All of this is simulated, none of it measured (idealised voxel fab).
process module | voxel transistor to metal
cross-section cut | 285 nm wide | cells 5 nm
A cross-section is a grid of square cells, given in bands from the top down. A band is one or more rows of cells.
Each band's line starts with the height of the band's top and of its bottom, in nm. Then come its materials from left to right, each with its width in nm. One material with "throughout" fills the band from edge to edge. "air" is empty space.
Height 0 is the level under which the wafer as received is all one material. The lowest band goes on downwards, as in "0 down".
A width such as "30 to 40" changes by the same amount from each row of cells to the next, from the band's top row to its bottom row.
"no change" after a step means that no cell of the cross-section changed.
closed voids: empty space of 8 cells or more with no open way to the top, each as width x height at its distance from the left edge, in nm
after a step's settings: what the simulator itself notes on the step
overlay nm, on a step with a mask: how far to the right of its planned place the mask lay; to the left if negative
plan
1 op RECEIVE | material Si
2 op CONFORMAL_DEP | material SiO2 | thk nm 5
3 op CONFORMAL_DEP | material SiN | thk nm 10
4 op PATTERN | tone cover | mask id ACTIVE | material resist | width nm 110 | pitch nm 135 | thk nm 20 | overlay nm 0
5 op DIRECTIONAL_ETCH | etch materials SiN | depth nm 10
6 op DIRECTIONAL_ETCH | etch materials SiO2 | depth nm 5
7 op DIRECTIONAL_ETCH | etch materials Si | depth nm 25
8 op STRIP | etch materials resist
9 op FILL_DEP | material SiO2 | thk nm 5
10 op CMP | height nm 15
11 op SELECTIVE_ETCH | etch materials SiO2 | depth nm 5
12 op STRIP | etch materials SiN
13 op SELECTIVE_ETCH | etch materials SiO2 | depth nm 5
14 op OXIDIZE | depth nm 5
15 op DIRECTIONAL_DEP | material polySi | thk nm 30
16 op DIRECTIONAL_DEP | material SiCN | thk nm 10
17 op MASKED_ETCH | tone cover | mask id GATE | width nm 20 | pitch nm 135 | etch materials SiCN | depth nm 20 | overlay nm 0
18 op MASKED_ETCH | tone cover | mask id GATE | width nm 20 | pitch nm 135 | etch materials polySi | depth nm 40 | overlay nm 0
19 op CONFORMAL_DEP | material SiO2 | thk nm 5
20 op DIRECTIONAL_ETCH | etch materials SiO2 | depth nm 5
21 op CONFORMAL_DEP | material SiN | thk nm 10
22 op DIRECTIONAL_ETCH | etch materials SiN | depth nm 10
23 op DIRECTIONAL_ETCH | etch materials SiO2 | depth nm 5
24 op EPI | material SiGe | thk nm 5
25 op FILL_DEP | material SiO2 | thk nm 5
26 op CMP | height nm 40
27 op DIRECTIONAL_DEP | material SiO2 | thk nm 15
28 op PATTERN | tone open | mask id CONTACT | material resist | width nm 30 | thk nm 20 | overlay nm 0
29 op DIRECTIONAL_ETCH | etch materials SiO2 | depth nm 55
30 op STRIP | etch materials resist
31 op CONFORMAL_DEP | material TiN | thk nm 5
32 op FILL_DEP | material W | thk nm 5
33 op CMP | height nm 55
34 op DIRECTIONAL_DEP | material TiN | thk nm 5
35 op DIRECTIONAL_DEP | material Ru | thk nm 25
36 op PATTERN | tone cover | mask id METAL_1 | material resist | width nm 20 | thk nm 15 | overlay nm 0
37 op DIRECTIONAL_ETCH | etch materials Ru | depth nm 25
38 op DIRECTIONAL_ETCH | etch materials TiN | depth nm 5
39 op STRIP | etch materials resist
40 op FILL_DEP | material SiO2 | thk nm 5
41 op CMP | height nm 85
42 op CONFORMAL_DEP | material SiCN | thk nm 5
as received, after step 1
  0 down: Si throughout
  closed voids: none
first wafer at the end, as planned
  90 to 85: SiCN throughout
  85 to 60: SiO2 30 | Ru 20 | SiO2 50 | Ru 20 | SiO2 45 | Ru 20 | SiO2 50 | Ru 20 | SiO2 30
  60 to 55: SiO2 30 | TiN 20 | SiO2 50 | TiN 20 | SiO2 45 | TiN 20 | SiO2 50 | TiN 20 | SiO2 30
  55 to 45: SiO2 30 | TiN 5 | W 20 | TiN 5 | SiO2 30 | TiN 5 | W 20 | TiN 5 | SiO2 45 | TiN 5 | W 20 | TiN 5 | SiO2 30 | TiN 5 | W 20 | TiN 5 | SiO2 30
  45 to 40: SiO2 30 | TiN 5 | W 10 | TiN 15 | SiO2 30 | TiN 15 | W 10 | TiN 5 | SiO2 45 | TiN 5 | W 10 | TiN 15 | SiO2 30 | TiN 15 | W 10 | TiN 5 | SiO2 30
  40 to 30: SiO2 30 | TiN 5 | W 10 | TiN 5 | SiN 10 | SiO2 5 | SiCN 20 | SiO2 5 | SiN 10 | TiN 5 | W 10 | TiN 5 | SiO2 45 | TiN 5 | W 10 | TiN 5 | SiN 10 | SiO2 5 | SiCN 20 | SiO2 5 | SiN 10 | TiN 5 | W 10 | TiN 5 | SiO2 30
  30 to 5: SiO2 30 | TiN 5 | W 10 | TiN 5 | SiN 10 | SiO2 5 | polySi 20 | SiO2 5 | SiN 10 | TiN 5 | W 10 | TiN 5 | SiO2 45 | TiN 5 | W 10 | TiN 5 | SiN 10 | SiO2 5 | polySi 20 | SiO2 5 | SiN 10 | TiN 5 | W 10 | TiN 5 | SiO2 30
  5 to 0: SiO2 20 | SiN 10 | TiN 20 | SiN 10 | SiO2 5 | polySi 20 | SiO2 5 | SiN 10 | TiN 20 | SiN 10 | SiO2 25 | SiN 10 | TiN 20 | SiN 10 | SiO2 5 | polySi 20 | SiO2 5 | SiN 10 | TiN 20 | SiN 10 | SiO2 20
  0 to -5: SiO2 30 | SiGe 20 | SiO2 50 | SiGe 20 | SiO2 45 | SiGe 20 | SiO2 50 | SiGe 20 | SiO2 30
  -5 to -25: SiO2 20 | Si 110 | SiO2 25 | Si 110 | SiO2 20
  -25 down: Si throughout
  closed voids: none
second wafer at the end: like start, like plan, one mistake
  90 to 85: SiCN throughout
  85 to 60: SiO2 30 | Ru 20 | SiO2 50 | Ru 20 | SiO2 45 | Ru 20 | SiO2 50 | Ru 20 | SiO2 30
  60 to 55: SiO2 30 | TiN 20 | SiO2 50 | TiN 20 | SiO2 45 | TiN 20 | SiO2 50 | TiN 20 | SiO2 30
  55 to 45: SiO2 30 | TiN 5 | W 20 | TiN 5 | SiO2 30 | TiN 5 | W 20 | TiN 5 | SiO2 45 | TiN 5 | W 20 | TiN 5 | SiO2 30 | TiN 5 | W 20 | TiN 5 | SiO2 30
  45 to 40: SiO2 30 | TiN 5 | W 10 | TiN 15 | SiO2 30 | TiN 15 | W 10 | TiN 5 | SiO2 45 | TiN 5 | W 10 | TiN 15 | SiO2 30 | TiN 15 | W 10 | TiN 5 | SiO2 30
  40 to 30: SiO2 30 | TiN 5 | W 10 | TiN 5 | SiN 10 | SiO2 5 | SiCN 20 | SiO2 5 | SiN 10 | TiN 5 | W 10 | TiN 5 | SiO2 45 | TiN 5 | W 10 | TiN 5 | SiN 10 | SiO2 5 | SiCN 20 | SiO2 5 | SiN 10 | TiN 5 | W 10 | TiN 5 | SiO2 30
  30 to 5: SiO2 30 | TiN 5 | W 10 | TiN 5 | SiN 10 | SiO2 5 | polySi 20 | SiO2 5 | SiN 10 | TiN 5 | W 10 | TiN 5 | SiO2 45 | TiN 5 | W 10 | TiN 5 | SiN 10 | SiO2 5 | polySi 20 | SiO2 5 | SiN 10 | TiN 5 | W 10 | TiN 5 | SiO2 30
  5 to 0: SiO2 20 | SiN 10 | TiN 20 | SiN 10 | SiO2 5 | polySi 20 | SiO2 5 | SiN 10 | TiN 20 | SiN 10 | SiO2 25 | SiN 10 | TiN 20 | SiN 10 | SiO2 5 | polySi 20 | SiO2 5 | SiN 10 | TiN 20 | SiN 10 | SiO2 20
  0 to -5: SiO2 30 | SiGe 20 | SiO2 50 | SiGe 20 | SiO2 45 | SiGe 20 | SiO2 50 | SiGe 20 | SiO2 30
  -5 to -10: SiO2 25 | Si 100 | SiO2 35 | Si 100 | SiO2 25
  -10 to -25: SiO2 20 | Si 110 | SiO2 25 | Si 110 | SiO2 20
  -25 down: Si throughout
  closed voids: none
what went wrong: step 2 was left out
at the end the second wafer has, in cells: 4 fewer of Si | 4 more of SiO2
